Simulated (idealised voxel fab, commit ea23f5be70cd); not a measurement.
You're looking at the process module voxel quadruple lines.
Cross-sectional view cut (width: 260 nm; square cell size: 5 nm).
How to read a cross-section here: the picture is a grid of square cells, written as bands going from the top down, and any band can span one or more rows of cells. Band: top and bottom heights (nm) first, top before bottom; then materials from left to right, widths in nm. "throughout" marks a sole material filling the band edge to edge. "empty" denotes empty space. Heights from 0 (as-received wafer is one material below). Bottom band endless downward, as "z 0 and below". Graded width ("30..40"): value in top row of band = first number; value in bottom row = second number; row-to-row change constant. "no change" after a step means that no cell of the cross-section changed. Closed void table: empty space of 8 cells or more with no open way to the top, each as width x height at its distance from the left edge, in nm. Heads up: the bit after the settings on a step's line is the simulator's remark on that step. The "overlay nm" setting may appear on a step's line; for a step that uses a mask, it gives how far to the right of its planned position the mask lay, and a negative value indicates the left.

## These are the steps we planned for the process
1) RECEIVE (material Si)
2) CONFORMAL_DEP (material SiO2; thk nm 5)
3) DIRECTIONAL_DEP (material Ru; thk nm 10)
4) DIRECTIONAL_DEP (material polySi; thk nm 15)
5) DIRECTIONAL_DEP (material aC; thk nm 20)
6) PATTERN (tone cover; mask id MANDREL; material resist; width nm 35; thk nm 25; overlay nm -15)
7) DIRECTIONAL_ETCH (etch materials aC; depth nm 20)
8) STRIP (etch materials resist)
9) CONFORMAL_DEP (material SiO2; thk nm 15)
10) DIRECTIONAL_ETCH (etch materials SiO2; depth nm 15)
11) STRIP (etch materials aC)
12) DIRECTIONAL_ETCH (etch materials polySi; depth nm 15)
13) STRIP (etch materials SiO2)
14) CONFORMAL_DEP (material SiCN; thk nm 10)
15) DIRECTIONAL_ETCH (etch materials SiCN; depth nm 10)
16) STRIP (etch materials polySi)
17) DIRECTIONAL_ETCH (etch materials Ru; depth nm 10)
18) STRIP (etch materials SiCN)
Quick note for whoever runs this: the wafers start identical, but the overlay nm at step 6 isn't the same across them. The plan just shows what the first wafer had.

## This is how the first of several wafers looked in cross-section when it arrived, which is after step 1
	z 0 and below | Si throughout
	Closed void table: none

## Cross-sectional representation of the first of several wafers at the end of the module, i.e. after its terminal step, step 18
	z 15 to 5 | 70 of empty, 10 of Ru, 15 of empty, 10 of Ru, 15 of empty, 10 of Ru, 15 of empty, 10 of Ru, 105 of empty
	z 5 to 0 | SiO2 throughout
	z 0 and below | Si throughout
	Closed void table: none

## Cross-sectional view of the final wafer of several at the module's end
	z 15 to 5 | 100 of empty, 10 of Ru, 15 of empty, 10 of Ru, 15 of empty, 10 of Ru, 15 of empty, 10 of Ru, 75 of empty
	z 5 to 0 | SiO2 throughout
	z 0 and below | Si throughout
	Closed void table: none

## Heads up, this table goes wafer by wafer. A row tells you, at the end of the module, how many cells of each material that wafer has put on (+) or dropped (-) since it was received, and then its closed voids
overlay nm -15; +16 Ru; +52 SiO2; Closed void table: none
overlay nm -10; +16 Ru; +52 SiO2; Closed void table: none
overlay nm -5; +16 Ru; +52 SiO2; Closed void table: none
overlay nm 0; +16 Ru; +52 SiO2; Closed void table: none
overlay nm 5; +16 Ru; +52 SiO2; Closed void table: none
overlay nm 10; +16 Ru; +52 SiO2; Closed void table: none
overlay nm 15; +16 Ru; +52 SiO2; Closed void table: none
